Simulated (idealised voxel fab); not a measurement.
This section sets out a process module, namely voxel wiring stack.
It is cross-section cut that appears here, measuring 280 nm in width, its square cells being 5 nm in size.
A cross-section is a grid of square cells, given in bands from the top down. A band is one or more rows of cells. Band entry format. Leading values: height of top, height of bottom, nm. Remainder: materials in left-to-right order, each with its width in nm. Special words: "all across" on a single material, which then fills the band edge to edge; "empty", empty space. For the purposes of this specification, 0 denotes the height below which the wafer in its as-received condition is composed wholly of one material, and the lowermost band, lacking a lower limit, extends downward without end, as expressed in "0 -> down". You'd read "30 to 40" like this: the band's top row of cells is as wide as the first number, its bottom row is as wide as the second, and going down, every row changes width by the same amount as the row before did. Given "no alteration" for a step, no cell of the cross-section differs between before and after that step. Look at "Unvented cavities" for the closed voids: empty spaces with no open path to the top, sized 8 cells or up. Each is width x height at distance, distance from the left edge, all nm. Anything after a step's settings on that line? It's the simulator's own note about the step. For masked steps, "overlay nm" on the step line gives how far right of plan the mask actually lay; a minus sign means it lay to the left.
**The process steps that were planned are listed below**
1 RECEIVE | material Si
2 CONFORMAL_DEP | material SiO2 | thk nm 10
3 DIRECTIONAL_DEP | material TiN | thk nm 5
4 DIRECTIONAL_DEP | material W | thk nm 15
5 MASKED_ETCH | tone cover | mask id METAL_1 | width nm 25 | pitch nm 40 | etch materials W | depth nm 15 | overlay nm 0
6 MASKED_ETCH | tone cover | mask id METAL_1 | width nm 25 | pitch nm 40 | etch materials TiN | depth nm 5 | overlay nm 0
7 CONFORMAL_DEP | material SiCN | thk nm 5
8 FILL_DEP | material SiO2 | thk nm 5
9 CMP | height nm 30
10 CONFORMAL_DEP | material SiCN | thk nm 5
11 DIRECTIONAL_DEP | material SiO2 | thk nm 20
12 DIRECTIONAL_DEP | material aC | thk nm 15
13 PATTERN | tone open | mask id PLUG_1 | material resist | width nm 15 | pitch nm 40 | thk nm 35 | overlay nm 0
14 DIRECTIONAL_ETCH | etch materials aC | depth nm 15
15 STRIP | etch materials resist
16 DIRECTIONAL_ETCH | etch materials SiO2 | depth nm 20
17 DIRECTIONAL_ETCH | etch materials SiCN | depth nm 5
18 STRIP | etch materials aC
19 CONFORMAL_DEP | material TiN | thk nm 5
20 FILL_DEP | material Cu | thk nm 5
21 CMP | height nm 55
22 DIRECTIONAL_DEP | material TiN | thk nm 5
23 DIRECTIONAL_DEP | material W | thk nm 15
24 DIRECTIONAL_DEP | material aC | thk nm 15
25 PATTERN | tone cover | mask id METAL_2 | material resist | width nm 25 | pitch nm 40 | thk nm 35 | overlay nm 0
26 DIRECTIONAL_ETCH | etch materials aC | depth nm 15
27 STRIP | etch materials resist
28 DIRECTIONAL_ETCH | etch materials W | depth nm 15
29 DIRECTIONAL_ETCH | etch materials TiN | depth nm 5
30 STRIP | etch materials aC
31 CONFORMAL_DEP | material SiN | thk nm 5
32 FILL_DEP | material SiO2 | thk nm 5
33 CMP | height nm 75
34 CONFORMAL_DEP | material SiCN | thk nm 5
35 DIRECTIONAL_DEP | material lowk | thk nm 30
36 MASKED_ETCH | tone open | mask id METAL_3 | width nm 25 | pitch nm 40 | etch materials lowk | depth nm 20 | overlay nm 0
37 DIRECTIONAL_DEP | material aC | thk nm 15
38 PATTERN | tone open | mask id METAL_3_HOLES | material resist | width nm 15 | pitch nm 40 | thk nm 35 | overlay nm 0
39 DIRECTIONAL_ETCH | etch materials aC | depth nm 15
40 STRIP | etch materials resist
41 DIRECTIONAL_ETCH | etch materials lowk | depth nm 10
42 DIRECTIONAL_ETCH | etch materials SiCN | depth nm 5
43 STRIP | etch materials aC
44 CONFORMAL_DEP | material TiN | thk nm 5
45 FILL_DEP | material Cu | thk nm 10
46 CMP | height nm 110
47 CONFORMAL_DEP | material SiCN | thk nm 5
48 DIRECTIONAL_DEP | material SiO2 | thk nm 15
49 DIRECTIONAL_DEP | material aC | thk nm 15
50 PATTERN | tone open | mask id PLUG_3 | material resist | width nm 15 | thk nm 30 | overlay nm 0
51 DIRECTIONAL_ETCH | etch materials aC | depth nm 15
52 STRIP | etch materials resist
53 DIRECTIONAL_ETCH | etch materials SiO2 | depth nm 15
54 DIRECTIONAL_ETCH | etch materials SiCN | depth nm 5
55 STRIP | etch materials aC
56 CONFORMAL_DEP | material TiN | thk nm 5
57 FILL_DEP | material Ru | thk nm 5
58 CMP | height nm 130
59 DIRECTIONAL_DEP | material TiN | thk nm 5
60 DIRECTIONAL_DEP | material Ru | thk nm 25
61 DIRECTIONAL_DEP | material aC | thk nm 10
62 PATTERN | tone cover | mask id METAL_4 | material resist | width nm 25 | pitch nm 40 | thk nm 25 | overlay nm 0
63 DIRECTIONAL_ETCH | etch materials aC | depth nm 10
64 STRIP | etch materials resist
65 DIRECTIONAL_ETCH | etch materials Ru | depth nm 25
66 DIRECTIONAL_ETCH | etch materials TiN | depth nm 5
67 STRIP | etch materials aC
68 CONFORMAL_DEP | material SiN | thk nm 5
69 FILL_DEP | material lowk | thk nm 10
70 CMP | height nm 160
71 CONFORMAL_DEP | material SiCN | thk nm 5
**as received, after step 1**
> 0 -> down: Si all across
> Unvented cavities: none
**Cross-section, first of two wafers, end of module, run as planned**
> 165 -> 160: SiCN all across
> 160 -> 135: lowk (100), SiN (5), Ru (25), SiN (5), lowk (5), SiN (5), Ru (25), SiN (5), lowk (105)
> 135 -> 130: SiN (105), TiN (25), SiN (15), TiN (25), SiN (110)
> 130 -> 115: SiO2 (105), TiN (5), Ru (5), TiN (5), SiO2 (160)
> 115 -> 110: SiCN (105), TiN (15), SiCN (160)
> 110 -> 95: lowk (105), TiN (5), Cu (15), TiN (5), lowk (15), TiN (5), Cu (15), TiN (5), lowk (110)
> 95 -> 90: lowk (105), TiN (5), Cu (5), TiN (15), lowk (15), TiN (5), Cu (5), TiN (15), lowk (110)
> 90 -> 80: lowk (105), TiN (5), Cu (5), TiN (5), lowk (25), TiN (5), Cu (5), TiN (5), lowk (120)
> 80 -> 75: SiCN (105), TiN (15), SiCN (25), TiN (15), SiCN (120)
> 75 -> 60: SiO2 (100), SiN (5), W (25), SiN (5), SiO2 (5), SiN (5), W (25), SiN (5), SiO2 (105)
> 60 -> 55: SiN (105), TiN (25), SiN (15), TiN (25), SiN (110)
> 55 -> 35: SiO2 (105), TiN (5), Cu (5), TiN (5), SiO2 (25), TiN (5), Cu (5), TiN (5), SiO2 (120)
> 35 -> 30: SiCN (105), TiN (15), SiCN (25), TiN (15), SiCN (120)
> 30 -> 15: SiO2 (100), SiCN (5), W (25), SiCN (5), SiO2 (5), SiCN (5), W (25), SiCN (5), SiO2 (105)
> 15 -> 10: SiCN (105), TiN (25), SiCN (15), TiN (25), SiCN (110)
> 10 -> 0: SiO2 all across
> 0 -> down: Si all across
> Unvented cavities: none
**Now the second wafer, cross-sectioned at the end of the module. Nothing different at the start, nothing different in the plan compared with the first, just one mistake when it was actually run**
> 165 -> 160: SiCN all across
> 160 -> 135: lowk (100), SiN (5), Ru (25), SiN (5), lowk (5), SiN (5), Ru (25), SiN (5), lowk (105)
> 135 -> 130: SiN (105), TiN (25), SiN (15), TiN (25), SiN (110)
> 130 -> 115: SiO2 (105), TiN (5), Ru (5), TiN (5), SiO2 (160)
> 115 -> 110: SiCN (105), TiN (15), SiCN (160)
> 110 -> 95: lowk (105), TiN (5), Cu (15), TiN (5), lowk (15), TiN (5), Cu (15), TiN (5), lowk (110)
> 95 -> 90: lowk (105), TiN (5), Cu (5), TiN (15), lowk (15), TiN (5), Cu (5), TiN (15), lowk (110)
> 90 -> 80: lowk (105), TiN (5), Cu (5), TiN (5), lowk (25), TiN (5), Cu (5), TiN (5), lowk (120)
> 80 -> 75: SiCN (105), TiN (15), SiCN (25), TiN (15), SiCN (120)
> 75 -> 60: SiO2 (100), SiN (5), W (25), SiN (5), SiO2 (5), SiN (5), W (25), SiN (5), SiO2 (105)
> 60 -> 55: SiN (105), TiN (25), SiN (15), TiN (25), SiN (110)
> 55 -> 35: SiO2 (105), TiN (5), Cu (5), TiN (5), SiO2 (25), TiN (5), Cu (5), TiN (5), SiO2 (120)
> 35 -> 30: SiCN (105), TiN (15), SiCN (25), TiN (15), SiCN (120)
> 30 -> 15: SiO2 (100), Cu (5), W (25), Cu (5), SiO2 (5), Cu (5), W (25), Cu (5), SiO2 (105)
> 15 -> 10: Cu (105), TiN (25), Cu (15), TiN (25), Cu (110)
> 10 -> 0: SiO2 all across
> 0 -> down: Si all across
> Unvented cavities: none
What was the processing mistake? so step 7 ended up running with a different setting than we planned, it ran as CONFORMAL_DEP | material Cu | thk nm 5
Upon completion, the second wafer contains, in terms of cells, a greater or smaller amount of certain materials than the first wafer: Cu +58; SiCN -58
